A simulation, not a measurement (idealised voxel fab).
voxel spacer lines: a process module
Section cut is 250 nm wide and gridded with 5 nm square cells.
A cross-section is written here as square cells arranged in a grid, and it is given in bands from the top down, each band taking up one or more rows of cells. Each band's line starts with the height of the band's top and of its bottom, in nm. Then come its materials from left to right, each with its width in nm. One material with "edge to edge" fills the band from edge to edge. "empty" is empty space. Where do heights start? At 0: under that level the wafer as delivered is made of one material only. And the lowest band has no floor; it just carries on downward, as in "top 0, no bottom". You'd read "30..40" like this: the band's top row of cells is as wide as the first number, its bottom row is as wide as the second, and going down, every row changes width by the same amount as the row before did. No cell of the cross-section changed in a step that is given as "no alteration". Empty spaces without an open route to the top, at least 8 cells in extent, make up the entry "Closed void register"; each is given as width x height at distance, where the distance is measured from the left edge, and all are in nm. What comes after the settings on a step's line is commentary from the simulator itself on that step. "overlay nm" on a masked step: distance the mask lay right of its planned place, negative for left. Note on reading: below, each pair holds a cross-section from before one process step and one from after it; the one from after shows only down to the lowest band that changed. Beneath the pair, the step in between is stated along with its settings. The pairs can stem from different runs of this module on the same starting wafer. Where a pair's entry headed "Before the process" says so, and only there, that pair continues from the pair above it.

### Before the process
	top 0, no bottom: Si edge to edge
	Closed void register: none

### Resulting Cross-Section
	top 10, bottom 0: Al2O3 edge to edge
	Everything below 0 is unchanged.
	Closed void register: none
So what happened between those two cross-sections up there? CONFORMAL_DEP, material Al2O3, thk nm 10

Before the process: cross-section not repeated; it is the one shown after the step in the pair just above.

### Resulting Cross-Section
	top 30, bottom 10: SiN edge to edge
	Everything below 10 is unchanged.
	Closed void register: none
So what happened between those two cross-sections up there? DIRECTIONAL_DEP, material SiN, thk nm 20

Before the process: cross-section not repeated; it is the one shown after the step in the pair just above.

### Resulting Cross-Section
	top 50, bottom 30: aC edge to edge
	Everything below 30 is unchanged.
	Closed void register: none
So what happened between those two cross-sections up there? DIRECTIONAL_DEP, material aC, thk nm 20

Before the process: cross-section not repeated; it is the one shown after the step in the pair just above.

### Resulting Cross-Section
	top 80, bottom 50: 65 empty | 15 resist | 35 empty | 15 resist | 35 empty | 15 resist | 70 empty
	Everything below 50 is unchanged.
	Closed void register: none
So what happened between those two cross-sections up there? PATTERN, tone cover, mask id MANDREL, material resist, width nm 15, pitch nm 50, thk nm 30, overlay nm 0

Before the process: cross-section not repeated; it is the one shown after the step in the pair just above.

### Resulting Cross-Section
	top 60, bottom 50: 65 empty | 15 resist | 35 empty | 15 resist | 35 empty | 15 resist | 70 empty
	top 50, bottom 30: 65 empty | 15 aC | 35 empty | 15 aC | 35 empty | 15 aC | 70 empty
	Everything below 30 is unchanged.
	Closed void register: none
So what happened between those two cross-sections up there? DIRECTIONAL_ETCH, etch materials aC, depth nm 20

Before the process: cross-section not repeated; it is the one shown after the step in the pair just above.

### Resulting Cross-Section
	top 50, bottom 30: 65 empty | 15 aC | 35 empty | 15 aC | 35 empty | 15 aC | 70 empty
	Everything below 30 is unchanged.
	Closed void register: none
So what happened between those two cross-sections up there? STRIP, etch materials resist

Before the process: cross-section not repeated; it is the one shown after the step in the pair just above.

### Resulting Cross-Section
	top 60, bottom 50: 55 empty | 35 SiO2 | 15 empty | 35 SiO2 | 15 empty | 35 SiO2 | 60 empty
	top 50, bottom 40: 55 empty | 10 SiO2 | 15 aC | 10 SiO2 | 15 empty | 10 SiO2 | 15 aC | 10 SiO2 | 15 empty | 10 SiO2 | 15 aC | 10 SiO2 | 60 empty
	top 40, bottom 30: 65 SiO2 | 15 aC | 35 SiO2 | 15 aC | 35 SiO2 | 15 aC | 70 SiO2
	Everything below 30 is unchanged.
	Closed void register: none
So what happened between those two cross-sections up there? CONFORMAL_DEP, material SiO2, thk nm 10

Before the process: cross-section not repeated; it is the one shown after the step in the pair just above.

### Resulting Cross-Section
	top 50, bottom 30: 55 empty | 10 SiO2 | 15 aC | 10 SiO2 | 15 empty | 10 SiO2 | 15 aC | 10 SiO2 | 15 empty | 10 SiO2 | 15 aC | 10 SiO2 | 60 empty
	Everything below 30 is unchanged.
	Closed void register: none
So what happened between those two cross-sections up there? DIRECTIONAL_ETCH, etch materials SiO2, depth nm 10

Before the process: cross-section not repeated; it is the one shown after the step in the pair just above.

### Resulting Cross-Section
	top 50, bottom 30: 55 empty | 10 SiO2 | 15 empty | 10 SiO2 | 15 empty | 10 SiO2 | 15 empty | 10 SiO2 | 15 empty | 10 SiO2 | 15 empty | 10 SiO2 | 60 empty
	Everything below 30 is unchanged.
	Closed void register: none
So what happened between those two cross-sections up there? STRIP, etch materials aC

Before the process: cross-section not repeated; it is the one shown after the step in the pair just above.

### Resulting Cross-Section
	top 50, bottom 30: 55 empty | 10 SiO2 | 15 empty | 10 SiO2 | 15 empty | 10 SiO2 | 15 empty | 10 SiO2 | 15 empty | 10 SiO2 | 15 empty | 10 SiO2 | 60 empty
	top 30, bottom 10: 55 empty | 10 SiN | 15 empty | 10 SiN | 15 empty | 10 SiN | 15 empty | 10 SiN | 15 empty | 10 SiN | 15 empty | 10 SiN | 60 empty
	Everything below 10 is unchanged.
	Closed void register: none
So what happened between those two cross-sections up there? DIRECTIONAL_ETCH, etch materials SiN, depth nm 20

Before the process: cross-section not repeated; it is the one shown after the step in the pair just above.

### Resulting Cross-Section
	top 30, bottom 10: 55 empty | 10 SiN | 15 empty | 10 SiN | 15 empty | 10 SiN | 15 empty | 10 SiN | 15 empty | 10 SiN | 15 empty | 10 SiN | 60 empty
	Everything below 10 is unchanged.
	Closed void register: none
So what happened between those two cross-sections up there? STRIP, etch materials SiO2

Before the process: cross-section not repeated; it is the one shown after the step in the pair just above.

### Resulting Cross-Section
	top 35, bottom 30: lowk edge to edge
	top 30, bottom 10: 55 lowk | 10 SiN | 15 lowk | 10 SiN | 15 lowk | 10 SiN | 15 lowk | 10 SiN | 15 lowk | 10 SiN | 15 lowk | 10 SiN | 60 lowk
	Everything below 10 is unchanged.
	Closed void register: none
So what happened between those two cross-sections up there? FILL_DEP, material lowk, thk nm 5

Before the process: cross-section not repeated; it is the one shown after the step in the pair just above.

### Resulting Cross-Section
	top 30, bottom 10: 55 lowk | 10 SiN | 15 lowk | 10 SiN | 15 lowk | 10 SiN | 15 lowk | 10 SiN | 15 lowk | 10 SiN | 15 lowk | 10 SiN | 60 lowk
	Everything below 10 is unchanged.
	Closed void register: none
So what happened between those two cross-sections up there? CMP, height nm 30

### Before the process
	top 60, bottom 50: 65 empty | 15 resist | 35 empty | 15 resist | 35 empty | 15 resist | 70 empty
	top 50, bottom 30: 65 empty | 15 aC | 35 empty | 15 aC | 35 empty | 15 aC | 70 empty
	top 30, bottom 10: SiN edge to edge
	top 10, bottom 0: Al2O3 edge to edge
	top 0, no bottom: Si edge to edge
	Closed void register: none

### Resulting Cross-Section
	top 70, bottom 60: 55 empty | 35 SiO2 | 15 empty | 35 SiO2 | 15 empty | 35 SiO2 | 60 empty
	top 60, bottom 50: 55 empty | 10 SiO2 | 15 resist | 10 SiO2 | 15 empty | 10 SiO2 | 15 resist | 10 SiO2 | 15 empty | 10 SiO2 | 15 resist | 10 SiO2 | 60 empty
	top 50, bottom 40: 55 empty | 10 SiO2 | 15 aC | 10 SiO2 | 15 empty | 10 SiO2 | 15 aC | 10 SiO2 | 15 empty | 10 SiO2 | 15 aC | 10 SiO2 | 60 empty
	top 40, bottom 30: 65 SiO2 | 15 aC | 35 SiO2 | 15 aC | 35 SiO2 | 15 aC | 70 SiO2
	Everything below 30 is unchanged.
	Closed void register: none
So what happened between those two cross-sections up there? CONFORMAL_DEP, material SiO2, thk nm 10

Before the process: cross-section not repeated; it is the one shown after the step in the pair just above.

### Resulting Cross-Section
	top 60, bottom 50: 55 empty | 10 SiO2 | 15 resist | 10 SiO2 | 15 empty | 10 SiO2 | 15 resist | 10 SiO2 | 15 empty | 10 SiO2 | 15 resist | 10 SiO2 | 60 empty
	top 50, bottom 30: 55 empty | 10 SiO2 | 15 aC | 10 SiO2 | 15 empty | 10 SiO2 | 15 aC | 10 SiO2 | 15 empty | 10 SiO2 | 15 aC | 10 SiO2 | 60 empty
	Everything below 30 is unchanged.
	Closed void register: none
So what happened between those two cross-sections up there? DIRECTIONAL_ETCH, etch materials SiO2, depth nm 10

Before the process: cross-section not repeated; it is the one shown after the step in the pair just above.

### Resulting Cross-Section
	top 60, bottom 30: 55 empty | 10 SiO2 | 15 empty | 10 SiO2 | 15 empty | 10 SiO2 | 15 empty | 10 SiO2 | 15 empty | 10 SiO2 | 15 empty | 10 SiO2 | 60 empty
	Everything below 30 is unchanged.
	Closed void register: none
So what happened between those two cross-sections up there? STRIP, etch materials aC

Before the process: cross-section not repeated; it is the one shown after the step in the pair just above.

### Resulting Cross-Section
	top 60, bottom 30: 55 empty | 10 SiO2 | 15 empty | 10 SiO2 | 15 empty | 10 SiO2 | 15 empty | 10 SiO2 | 15 empty | 10 SiO2 | 15 empty | 10 SiO2 | 60 empty
	top 30, bottom 10: 55 empty | 10 SiN | 15 empty | 10 SiN | 15 empty | 10 SiN | 15 empty | 10 SiN | 15 empty | 10 SiN | 15 empty | 10 SiN | 60 empty
	Everything below 10 is unchanged.
	Closed void register: none
So what happened between those two cross-sections up there? DIRECTIONAL_ETCH, etch materials SiN, depth nm 20

Before the process: cross-section not repeated; it is the one shown after the step in the pair just above.

### Resulting Cross-Section
	top 30, bottom 10: 55 empty | 10 SiN | 15 empty | 10 SiN | 15 empty | 10 SiN | 15 empty | 10 SiN | 15 empty | 10 SiN | 15 empty | 10 SiN | 60 empty
	Everything below 10 is unchanged.
	Closed void register: none
So what happened between those two cross-sections up there? STRIP, etch materials SiO2

### Before the process
	top 60, bottom 50: 65 empty | 15 resist | 35 empty | 15 resist | 35 empty | 15 resist | 70 empty
	top 50, bottom 30: 65 empty | 15 aC | 35 empty | 15 aC | 35 empty | 15 aC | 70 empty
	top 30, bottom 10: SiN edge to edge
	top 10, bottom 0: Al2O3 edge to edge
	top 0, no bottom: Si edge to edge
	Closed void register: none

### Resulting Cross-Section
	top 40, bottom 30: 65 empty | 15 aC | 35 empty | 15 aC | 35 empty | 15 aC | 70 empty
	Everything below 30 is unchanged.
	Closed void register: none
So what happened between those two cross-sections up there? DIRECTIONAL_ETCH, etch materials aC, depth nm 20

Before the process: cross-section not repeated; it is the one shown after the step in the pair just above.

### Resulting Cross-Section
	top 50, bottom 40: 55 empty | 35 SiO2 | 15 empty | 35 SiO2 | 15 empty | 35 SiO2 | 60 empty
	top 40, bottom 30: 65 SiO2 | 15 aC | 35 SiO2 | 15 aC | 35 SiO2 | 15 aC | 70 SiO2
	Everything below 30 is unchanged.
	Closed void register: none
So what happened between those two cross-sections up there? CONFORMAL_DEP, material SiO2, thk nm 10

Before the process: cross-section not repeated; it is the one shown after the step in the pair just above.

### Resulting Cross-Section
	top 40, bottom 30: 55 empty | 10 SiO2 | 15 aC | 10 SiO2 | 15 empty | 10 SiO2 | 15 aC | 10 SiO2 | 15 empty | 10 SiO2 | 15 aC | 10 SiO2 | 60 empty
	Everything below 30 is unchanged.
	Closed void register: none
So what happened between those two cross-sections up there? DIRECTIONAL_ETCH, etch materials SiO2, depth nm 10

Before the process: cross-section not repeated; it is the one shown after the step in the pair just above.

### Resulting Cross-Section
	top 40, bottom 30: 55 empty | 10 SiO2 | 15 empty | 10 SiO2 | 15 empty | 10 SiO2 | 15 empty | 10 SiO2 | 15 empty | 10 SiO2 | 15 empty | 10 SiO2 | 60 empty
	Everything below 30 is unchanged.
	Closed void register: none
So what happened between those two cross-sections up there? STRIP, etch materials aC

Before the process: cross-section not repeated; it is the one shown after the step in the pair just above.

### Resulting Cross-Section
	top 40, bottom 30: 55 empty | 10 SiO2 | 15 empty | 10 SiO2 | 15 empty | 10 SiO2 | 15 empty | 10 SiO2 | 15 empty | 10 SiO2 | 15 empty | 10 SiO2 | 60 empty
	top 30, bottom 10: 55 empty | 10 SiN | 15 empty | 10 SiN | 15 empty | 10 SiN | 15 empty | 10 SiN | 15 empty | 10 SiN | 15 empty | 10 SiN | 60 empty
	Everything below 10 is unchanged.
	Closed void register: none
So what happened between those two cross-sections up there? DIRECTIONAL_ETCH, etch materials SiN, depth nm 20

Before the process: cross-section not repeated; it is the one shown after the step in the pair just above.

### Resulting Cross-Section
	top 30, bottom 10: 55 empty | 10 SiN | 15 empty | 10 SiN | 15 empty | 10 SiN | 15 empty | 10 SiN | 15 empty | 10 SiN | 15 empty | 10 SiN | 60 empty
	Everything below 10 is unchanged.
	Closed void register: none
So what happened between those two cross-sections up there? STRIP, etch materials SiO2

### Before the process
	top 10, bottom 0: Al2O3 edge to edge
	top 0, no bottom: Si edge to edge
	Closed void register: none

### Resulting Cross-Section
	top 30, bottom 10: aC edge to edge
	Everything below 10 is unchanged.
	Closed void register: none
So what happened between those two cross-sections up there? DIRECTIONAL_DEP, material aC, thk nm 20

Before the process: cross-section not repeated; it is the one shown after the step in the pair just above.

### Resulting Cross-Section
	top 50, bottom 30: SiN edge to edge
	Everything below 30 is unchanged.
	Closed void register: none
So what happened between those two cross-sections up there? DIRECTIONAL_DEP, material SiN, thk nm 20

Before the process: cross-section not repeated; it is the one shown after the step in the pair just above.

### Resulting Cross-Section
	top 80, bottom 50: 65 empty | 15 resist | 35 empty | 15 resist | 35 empty | 15 resist | 70 empty
	Everything below 50 is unchanged.
	Closed void register: none
So what happened between those two cross-sections up there? PATTERN, tone cover, mask id MANDREL, material resist, width nm 15, pitch nm 50, thk nm 30, overlay nm 0

Before the process: cross-section not repeated; it is the one shown after the step in the pair just above.

### Resulting Cross-Section
	top 60, bottom 50: 65 empty | 15 resist | 35 empty | 15 resist | 35 empty | 15 resist | 70 empty
	Everything below 50 is unchanged.
	Closed void register: none
So what happened between those two cross-sections up there? DIRECTIONAL_ETCH, etch materials aC, depth nm 20

Before the process: cross-section not repeated; it is the one shown after the step in the pair just above.

### Resulting Cross-Section
	top 50, bottom 30: SiN edge to edge
	Everything below 30 is unchanged.
	Closed void register: none
So what happened between those two cross-sections up there? STRIP, etch materials resist

Before the process: cross-section not repeated; it is the one shown after the step in the pair just above.

### Resulting Cross-Section
	top 60, bottom 50: SiO2 edge to edge
	Everything below 50 is unchanged.
	Closed void register: none
So what happened between those two cross-sections up there? CONFORMAL_DEP, material SiO2, thk nm 10

Before the process: cross-section not repeated; it is the one shown after the step in the pair just above.

### Resulting Cross-Section
	top 50, bottom 30: SiN edge to edge
	Everything below 30 is unchanged.
	Closed void register: none
So what happened between those two cross-sections up there? DIRECTIONAL_ETCH, etch materials SiO2, depth nm 10

Before the process: cross-section not repeated; it is the one shown after the step in the pair just above.

### Resulting Cross-Section
	top 30, bottom 10: aC edge to edge
	Everything below 10 is unchanged.
	Closed void register: none
So what happened between those two cross-sections up there? DIRECTIONAL_ETCH, etch materials SiN, depth nm 20

Before the process: cross-section not repeated; it is the one shown after the step in the pair just above.

### Resulting Cross-Section
	top 35, bottom 30: lowk edge to edge
	Everything below 30 is unchanged.
	Closed void register: none
So what happened between those two cross-sections up there? FILL_DEP, material lowk, thk nm 5

Before the process: cross-section not repeated; it is the one shown after the step in the pair just above.

### Resulting Cross-Section
	top 30, bottom 10: aC edge to edge
	Everything below 10 is unchanged.
	Closed void register: none
So what happened between those two cross-sections up there? CMP, height nm 30

### Before the process
	top 0, no bottom: Si edge to edge
	Closed void register: none

### Resulting Cross-Section
	top 15, bottom 0: Al2O3 edge to edge
	Everything below 0 is unchanged.
	Closed void register: none
So what happened between those two cross-sections up there? CONFORMAL_DEP, material Al2O3, thk nm 15

Before the process: cross-section not repeated; it is the one shown after the step in the pair just above.

### Resulting Cross-Section
	top 35, bottom 15: SiN edge to edge
	Everything below 15 is unchanged.
	Closed void register: none
So what happened between those two cross-sections up there? DIRECTIONAL_DEP, material SiN, thk nm 20

Before the process: cross-section not repeated; it is the one shown after the step in the pair just above.

### Resulting Cross-Section
	top 55, bottom 35: aC edge to edge
	Everything below 35 is unchanged.
	Closed void register: none
So what happened between those two cross-sections up there? DIRECTIONAL_DEP, material aC, thk nm 20

Before the process: cross-section not repeated; it is the one shown after the step in the pair just above.

### Resulting Cross-Section
	top 85, bottom 55: 65 empty | 15 resist | 35 empty | 15 resist | 35 empty | 15 resist | 70 empty
	Everything below 55 is unchanged.
	Closed void register: none
So what happened between those two cross-sections up there? PATTERN, tone cover, mask id MANDREL, material resist, width nm 15, pitch nm 50, thk nm 30, overlay nm 0

Before the process: cross-section not repeated; it is the one shown after the step in the pair just above.

### Resulting Cross-Section
	top 65, bottom 55: 65 empty | 15 resist | 35 empty | 15 resist | 35 empty | 15 resist | 70 empty
	top 55, bottom 35: 65 empty | 15 aC | 35 empty | 15 aC | 35 empty | 15 aC | 70 empty
	Everything below 35 is unchanged.
	Closed void register: none
So what happened between those two cross-sections up there? DIRECTIONAL_ETCH, etch materials aC, depth nm 20

Before the process: cross-section not repeated; it is the one shown after the step in the pair just above.

### Resulting Cross-Section
	top 55, bottom 35: 65 empty | 15 aC | 35 empty | 15 aC | 35 empty | 15 aC | 70 empty
	Everything below 35 is unchanged.
	Closed void register: none
So what happened between those two cross-sections up there? STRIP, etch materials resist

Before the process: cross-section not repeated; it is the one shown after the step in the pair just above.

### Resulting Cross-Section
	top 65, bottom 55: 55 empty | 35 SiO2 | 15 empty | 35 SiO2 | 15 empty | 35 SiO2 | 60 empty
	top 55, bottom 45: 55 empty | 10 SiO2 | 15 aC | 10 SiO2 | 15 empty | 10 SiO2 | 15 aC | 10 SiO2 | 15 empty | 10 SiO2 | 15 aC | 10 SiO2 | 60 empty
	top 45, bottom 35: 65 SiO2 | 15 aC | 35 SiO2 | 15 aC | 35 SiO2 | 15 aC | 70 SiO2
	Everything below 35 is unchanged.
	Closed void register: none
So what happened between those two cross-sections up there? CONFORMAL_DEP, material SiO2, thk nm 10

Before the process: cross-section not repeated; it is the one shown after the step in the pair just above.

### Resulting Cross-Section
	top 55, bottom 35: 55 empty | 10 SiO2 | 15 aC | 10 SiO2 | 15 empty | 10 SiO2 | 15 aC | 10 SiO2 | 15 empty | 10 SiO2 | 15 aC | 10 SiO2 | 60 empty
	Everything below 35 is unchanged.
	Closed void register: none
So what happened between those two cross-sections up there? DIRECTIONAL_ETCH, etch materials SiO2, depth nm 10

Before the process: cross-section not repeated; it is the one shown after the step in the pair just above.

### Resulting Cross-Section
	top 55, bottom 35: 55 empty | 10 SiO2 | 15 empty | 10 SiO2 | 15 empty | 10 SiO2 | 15 empty | 10 SiO2 | 15 empty | 10 SiO2 | 15 empty | 10 SiO2 | 60 empty
	Everything below 35 is unchanged.
	Closed void register: none
So what happened between those two cross-sections up there? STRIP, etch materials aC

Before the process: cross-section not repeated; it is the one shown after the step in the pair just above.

### Resulting Cross-Section
	top 55, bottom 35: 55 empty | 10 SiO2 | 15 empty | 10 SiO2 | 15 empty | 10 SiO2 | 15 empty | 10 SiO2 | 15 empty | 10 SiO2 | 15 empty | 10 SiO2 | 60 empty
	top 35, bottom 15: 55 empty | 10 SiN | 15 empty | 10 SiN | 15 empty | 10 SiN | 15 empty | 10 SiN | 15 empty | 10 SiN | 15 empty | 10 SiN | 60 empty
	Everything below 15 is unchanged.
	Closed void register: none
So what happened between those two cross-sections up there? DIRECTIONAL_ETCH, etch materials SiN, depth nm 20

Before the process: cross-section not repeated; it is the one shown after the step in the pair just above.

### Resulting Cross-Section
	top 35, bottom 15: 55 empty | 10 SiN | 15 empty | 10 SiN | 15 empty | 10 SiN | 15 empty | 10 SiN | 15 empty | 10 SiN | 15 empty | 10 SiN | 60 empty
	Everything below 15 is unchanged.
	Closed void register: none
So what happened between those two cross-sections up there? STRIP, etch materials SiO2

Before the process: cross-section not repeated; it is the one shown after the step in the pair just above.

### Resulting Cross-Section
	top 40, bottom 35: lowk edge to edge
	top 35, bottom 15: 55 lowk | 10 SiN | 15 lowk | 10 SiN | 15 lowk | 10 SiN | 15 lowk | 10 SiN | 15 lowk | 10 SiN | 15 lowk | 10 SiN | 60 lowk
	Everything below 15 is unchanged.
	Closed void register: none
So what happened between those two cross-sections up there? FILL_DEP, material lowk, thk nm 5

Before the process: cross-section not repeated; it is the one shown after the step in the pair just above.

### Resulting Cross-Section
	top 30, bottom 15: 55 lowk | 10 SiN | 15 lowk | 10 SiN | 15 lowk | 10 SiN | 15 lowk | 10 SiN | 15 lowk | 10 SiN | 15 lowk | 10 SiN | 60 lowk
	Everything below 15 is unchanged.
	Closed void register: none
So what happened between those two cross-sections up there? CMP, height nm 30

### Before the process
	top 50, bottom 30: aC edge to edge
	top 30, bottom 10: SiN edge to edge
	top 10, bottom 0: Al2O3 edge to edge
	top 0, no bottom: Si edge to edge
	Closed void register: none

### Resulting Cross-Section
	top 80, bottom 50: 65 empty | 20 resist | 30 empty | 20 resist | 30 empty | 20 resist | 65 empty
	Everything below 50 is unchanged.
	Closed void register: none
So what happened between those two cross-sections up there? PATTERN, tone cover, mask id MANDREL, material resist, width nm 20, pitch nm 50, thk nm 30, overlay nm 0

Before the process: cross-section not repeated; it is the one shown after the step in the pair just above.

### Resulting Cross-Section
	top 60, bottom 50: 65 empty | 20 resist | 30 empty | 20 resist | 30 empty | 20 resist | 65 empty
	top 50, bottom 30: 65 empty | 20 aC | 30 empty | 20 aC | 30 empty | 20 aC | 65 empty
	Everything below 30 is unchanged.
	Closed void register: none
So what happened between those two cross-sections up there? DIRECTIONAL_ETCH, etch materials aC, depth nm 20

Before the process: cross-section not repeated; it is the one shown after the step in the pair just above.

### Resulting Cross-Section
	top 50, bottom 30: 65 empty | 20 aC | 30 empty | 20 aC | 30 empty | 20 aC | 65 empty
	Everything below 30 is unchanged.
	Closed void register: none
So what happened between those two cross-sections up there? STRIP, etch materials resist

Before the process: cross-section not repeated; it is the one shown after the step in the pair just above.

### Resulting Cross-Section
	top 60, bottom 50: 55 empty | 40 SiO2 | 10 empty | 40 SiO2 | 10 empty | 40 SiO2 | 55 empty
	top 50, bottom 40: 55 empty | 10 SiO2 | 20 aC | 10 SiO2 | 10 empty | 10 SiO2 | 20 aC | 10 SiO2 | 10 empty | 10 SiO2 | 20 aC | 10 SiO2 | 55 empty
	top 40, bottom 30: 65 SiO2 | 20 aC | 30 SiO2 | 20 aC | 30 SiO2 | 20 aC | 65 SiO2
	Everything below 30 is unchanged.
	Closed void register: none
So what happened between those two cross-sections up there? CONFORMAL_DEP, material SiO2, thk nm 10

Before the process: cross-section not repeated; it is the one shown after the step in the pair just above.

### Resulting Cross-Section
	top 50, bottom 30: 55 empty | 10 SiO2 | 20 aC | 10 SiO2 | 10 empty | 10 SiO2 | 20 aC | 10 SiO2 | 10 empty | 10 SiO2 | 20 aC | 10 SiO2 | 55 empty
	Everything below 30 is unchanged.
	Closed void register: none
So what happened between those two cross-sections up there? DIRECTIONAL_ETCH, etch materials SiO2, depth nm 10

Before the process: cross-section not repeated; it is the one shown after the step in the pair just above.

### Resulting Cross-Section
	top 50, bottom 30: 55 empty | 10 SiO2 | 20 empty | 10 SiO2 | 10 empty | 10 SiO2 | 20 empty | 10 SiO2 | 10 empty | 10 SiO2 | 20 empty | 10 SiO2 | 55 empty
	Everything below 30 is unchanged.
	Closed void register: none
So what happened between those two cross-sections up there? STRIP, etch materials aC

Before the process: cross-section not repeated; it is the one shown after the step in the pair just above.

### Resulting Cross-Section
	top 50, bottom 30: 55 empty | 10 SiO2 | 20 empty | 10 SiO2 | 10 empty | 10 SiO2 | 20 empty | 10 SiO2 | 10 empty | 10 SiO2 | 20 empty | 10 SiO2 | 55 empty
	top 30, bottom 10: 55 empty | 10 SiN | 20 empty | 10 SiN | 10 empty | 10 SiN | 20 empty | 10 SiN | 10 empty | 10 SiN | 20 empty | 10 SiN | 55 empty
	Everything below 10 is unchanged.
	Closed void register: none
So what happened between those two cross-sections up there? DIRECTIONAL_ETCH, etch materials SiN, depth nm 20

Before the process: cross-section not repeated; it is the one shown after the step in the pair just above.

### Resulting Cross-Section
	top 30, bottom 10: 55 empty | 10 SiN | 20 empty | 10 SiN | 10 empty | 10 SiN | 20 empty | 10 SiN | 10 empty | 10 SiN | 20 empty | 10 SiN | 55 empty
	Everything below 10 is unchanged.
	Closed void register: none
So what happened between those two cross-sections up there? STRIP, etch materials SiO2

Before the process: cross-section not repeated; it is the one shown after the step in the pair just above.

### Resulting Cross-Section
	top 35, bottom 30: lowk edge to edge
	top 30, bottom 10: 55 lowk | 10 SiN | 20 lowk | 10 SiN | 10 lowk | 10 SiN | 20 lowk | 10 SiN | 10 lowk | 10 SiN | 20 lowk | 10 SiN | 55 lowk
	Everything below 10 is unchanged.
	Closed void register: none
So what happened between those two cross-sections up there? FILL_DEP, material lowk, thk nm 5

Before the process: cross-section not repeated; it is the one shown after the step in the pair just above.

### Resulting Cross-Section
	top 30, bottom 10: 55 lowk | 10 SiN | 20 lowk | 10 SiN | 10 lowk | 10 SiN | 20 lowk | 10 SiN | 10 lowk | 10 SiN | 20 lowk | 10 SiN | 55 lowk
	Everything below 10 is unchanged.
	Closed void register: none
So what happened between those two cross-sections up there? CMP, height nm 30

### Before the process
	top 50, bottom 30: aC edge to edge
	top 30, bottom 10: SiN edge to edge
	top 10, bottom 0: Al2O3 edge to edge
	top 0, no bottom: Si edge to edge
	Closed void register: none

### Resulting Cross-Section
	top 80, bottom 50: 70 empty | 15 resist | 35 empty | 15 resist | 35 empty | 15 resist | 65 empty
	Everything below 50 is unchanged.
	Closed void register: none
So what happened between those two cross-sections up there? PATTERN, tone cover, mask id MANDREL, material resist, width nm 15, pitch nm 50, thk nm 30, overlay nm 5

Before the process: cross-section not repeated; it is the one shown after the step in the pair just above.

### Resulting Cross-Section
	top 60, bottom 50: 70 empty | 15 resist | 35 empty | 15 resist | 35 empty | 15 resist | 65 empty
	top 50, bottom 30: 70 empty | 15 aC | 35 empty | 15 aC | 35 empty | 15 aC | 65 empty
	Everything below 30 is unchanged.
	Closed void register: none
So what happened between those two cross-sections up there? DIRECTIONAL_ETCH, etch materials aC, depth nm 20

Before the process: cross-section not repeated; it is the one shown after the step in the pair just above.

### Resulting Cross-Section
	top 50, bottom 30: 70 empty | 15 aC | 35 empty | 15 aC | 35 empty | 15 aC | 65 empty
	Everything below 30 is unchanged.
	Closed void register: none
So what happened between those two cross-sections up there? STRIP, etch materials resist

Before the process: cross-section not repeated; it is the one shown after the step in the pair just above.

### Resulting Cross-Section
	top 60, bottom 50: 60 empty | 35 SiO2 | 15 empty | 35 SiO2 | 15 empty | 35 SiO2 | 55 empty
	top 50, bottom 40: 60 empty | 10 SiO2 | 15 aC | 10 SiO2 | 15 empty | 10 SiO2 | 15 aC | 10 SiO2 | 15 empty | 10 SiO2 | 15 aC | 10 SiO2 | 55 empty
	top 40, bottom 30: 70 SiO2 | 15 aC | 35 SiO2 | 15 aC | 35 SiO2 | 15 aC | 65 SiO2
	Everything below 30 is unchanged.
	Closed void register: none
So what happened between those two cross-sections up there? CONFORMAL_DEP, material SiO2, thk nm 10

Before the process: cross-section not repeated; it is the one shown after the step in the pair just above.

### Resulting Cross-Section
	top 50, bottom 30: 60 empty | 10 SiO2 | 15 aC | 10 SiO2 | 15 empty | 10 SiO2 | 15 aC | 10 SiO2 | 15 empty | 10 SiO2 | 15 aC | 10 SiO2 | 55 empty
	Everything below 30 is unchanged.
	Closed void register: none
So what happened between those two cross-sections up there? DIRECTIONAL_ETCH, etch materials SiO2, depth nm 10

Before the process: cross-section not repeated; it is the one shown after the step in the pair just above.

### Resulting Cross-Section
	top 50, bottom 30: 60 empty | 10 SiO2 | 15 empty | 10 SiO2 | 15 empty | 10 SiO2 | 15 empty | 10 SiO2 | 15 empty | 10 SiO2 | 15 empty | 10 SiO2 | 55 empty
	Everything below 30 is unchanged.
	Closed void register: none
So what happened between those two cross-sections up there? STRIP, etch materials aC

Before the process: cross-section not repeated; it is the one shown after the step in the pair just above.

### Resulting Cross-Section
	top 50, bottom 30: 60 empty | 10 SiO2 | 15 empty | 10 SiO2 | 15 empty | 10 SiO2 | 15 empty | 10 SiO2 | 15 empty | 10 SiO2 | 15 empty | 10 SiO2 | 55 empty
	top 30, bottom 10: 60 empty | 10 SiN | 15 empty | 10 SiN | 15 empty | 10 SiN | 15 empty | 10 SiN | 15 empty | 10 SiN | 15 empty | 10 SiN | 55 empty
	Everything below 10 is unchanged.
	Closed void register: none
So what happened between those two cross-sections up there? DIRECTIONAL_ETCH, etch materials SiN, depth nm 20

Before the process: cross-section not repeated; it is the one shown after the step in the pair just above.

### Resulting Cross-Section
	top 30, bottom 10: 60 empty | 10 SiN | 15 empty | 10 SiN | 15 empty | 10 SiN | 15 empty | 10 SiN | 15 empty | 10 SiN | 15 empty | 10 SiN | 55 empty
	Everything below 10 is unchanged.
	Closed void register: none
So what happened between those two cross-sections up there? STRIP, etch materials SiO2

Before the process: cross-section not repeated; it is the one shown after the step in the pair just above.

### Resulting Cross-Section
	top 35, bottom 30: lowk edge to edge
	top 30, bottom 10: 60 lowk | 10 SiN | 15 lowk | 10 SiN | 15 lowk | 10 SiN | 15 lowk | 10 SiN | 15 lowk | 10 SiN | 15 lowk | 10 SiN | 55 lowk
	Everything below 10 is unchanged.
	Closed void register: none
So what happened between those two cross-sections up there? FILL_DEP, material lowk, thk nm 5

Before the process: cross-section not repeated; it is the one shown after the step in the pair just above.

### Resulting Cross-Section
	top 30, bottom 10: 60 lowk | 10 SiN | 15 lowk | 10 SiN | 15 lowk | 10 SiN | 15 lowk | 10 SiN | 15 lowk | 10 SiN | 15 lowk | 10 SiN | 55 lowk
	Everything below 10 is unchanged.
	Closed void register: none
So what happened between those two cross-sections up there? CMP, height nm 30

### Before the process
	top 10, bottom 0: Al2O3 edge to edge
	top 0, no bottom: Si edge to edge
	Closed void register: none

### Resulting Cross-Section
	top 30, bottom 0: Al2O3 edge to edge
	Everything below 0 is unchanged.
	Closed void register: none
So what happened between those two cross-sections up there? DIRECTIONAL_DEP, material Al2O3, thk nm 20

Before the process: cross-section not repeated; it is the one shown after the step in the pair just above.

### Resulting Cross-Section
	top 50, bottom 30: aC edge to edge
	Everything below 30 is unchanged.
	Closed void register: none
So what happened between those two cross-sections up there? DIRECTIONAL_DEP, material aC, thk nm 20
